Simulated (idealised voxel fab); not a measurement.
The process module presented herein is designated voxel lift off.
Cross-section cut: width 285 nm, square cells of 5 nm.
For the purposes of this document, a cross-section shall be understood as a grid of square cells, specified as bands listed in top-to-bottom order, each band consisting of one or more rows of cells. In this notation a band is specified by the heights of its top and bottom, in that order and in nm, after which its materials appear from left to right, each paired with its width in nm. The word "full width" attached to a single material means that material fills the band from edge to edge; the word "air" stands for empty space. Basically, 0 is our baseline, since under it the wafer straight out of the box is all one material. The bottom band has no lower end and keeps on going down, so it looks like "0 -> down". So if you see something like "30..40" for the width, read it as the top row of the band sitting at the first number and the bottom row at the second, with every row in between moving by the same amount as the last. Where the words "all unchanged" appear for a step, the cross-section shows no cell changed by that step; every cell remained as before. "Trapped voids" means: voids of 8 cells or more that are shut off from the top with no open way through. Written width x height at distance, distance from the left edge, in nm. On a step's line, text after the settings is the simulator commenting on that step. Steps that use a mask can have "overlay nm" on their line. It says how far the mask sat to the right of where it was meant to be. Negative means to the left.
Planned process steps:
1: RECEIVE,material Si
2: CONFORMAL_DEP,material SiO2,thk nm 5
3: PATTERN,tone open,mask id LINES,material resist,width nm 15,pitch nm 30,thk nm 20,overlay nm -15
4: DIRECTIONAL_DEP,material Ru,thk nm 10
5: STRIP,etch materials resist
6: CONFORMAL_DEP,material SiO2,thk nm 5
Variable across wafers: step 3 overlay nm (plan value is that of the first wafer; starting state common to all).
The as-received cross-section of the first of several wafers corresponds to the state after step 1:
* 0 -> down  Si full width
* Trapped voids: none
Module end state after final step 6: cross-section of the first of several wafers:
* 20 -> 15  air 85 nm; SiO2 25 nm; air 5 nm; SiO2 25 nm; air 5 nm; SiO2 25 nm; air 115 nm
* 15 -> 10  air 85 nm; SiO2 5 nm; Ru 15 nm; SiO2 5 nm; air 5 nm; SiO2 5 nm; Ru 15 nm; SiO2 5 nm; air 5 nm; SiO2 5 nm; Ru 15 nm; SiO2 5 nm; air 115 nm
* 10 -> 5  SiO2 90 nm; Ru 15 nm; SiO2 15 nm; Ru 15 nm; SiO2 15 nm; Ru 15 nm; SiO2 120 nm
* 5 -> 0  SiO2 full width
* 0 -> down  Si full width
* Trapped voids: none
Cross-section at module completion, last wafer:
* 20 -> 15  air 115 nm; SiO2 25 nm; air 5 nm; SiO2 25 nm; air 5 nm; SiO2 25 nm; air 85 nm
* 15 -> 10  air 115 nm; SiO2 5 nm; Ru 15 nm; SiO2 5 nm; air 5 nm; SiO2 5 nm; Ru 15 nm; SiO2 5 nm; air 5 nm; SiO2 5 nm; Ru 15 nm; SiO2 5 nm; air 85 nm
* 10 -> 5  SiO2 120 nm; Ru 15 nm; SiO2 15 nm; Ru 15 nm; SiO2 15 nm; Ru 15 nm; SiO2 90 nm
* 5 -> 0  SiO2 full width
* 0 -> down  Si full width
* Trapped voids: none
So in this table every wafer gets its own row, and what you see is where it stands at the end of the module: for each material, how many cells it picked up (+) or gave up (-) since we received it, and after that its closed voids:
overlay nm -15 | +18 Ru | +126 SiO2 | Trapped voids: none
overlay nm -10 | +18 Ru | +126 SiO2 | Trapped voids: none
overlay nm -5 | +18 Ru | +126 SiO2 | Trapped voids: none
overlay nm 0 | +18 Ru | +126 SiO2 | Trapped voids: none
overlay nm 5 | +18 Ru | +126 SiO2 | Trapped voids: none
overlay nm 10 | +18 Ru | +126 SiO2 | Trapped voids: none
overlay nm 15 | +18 Ru | +126 SiO2 | Trapped voids: none
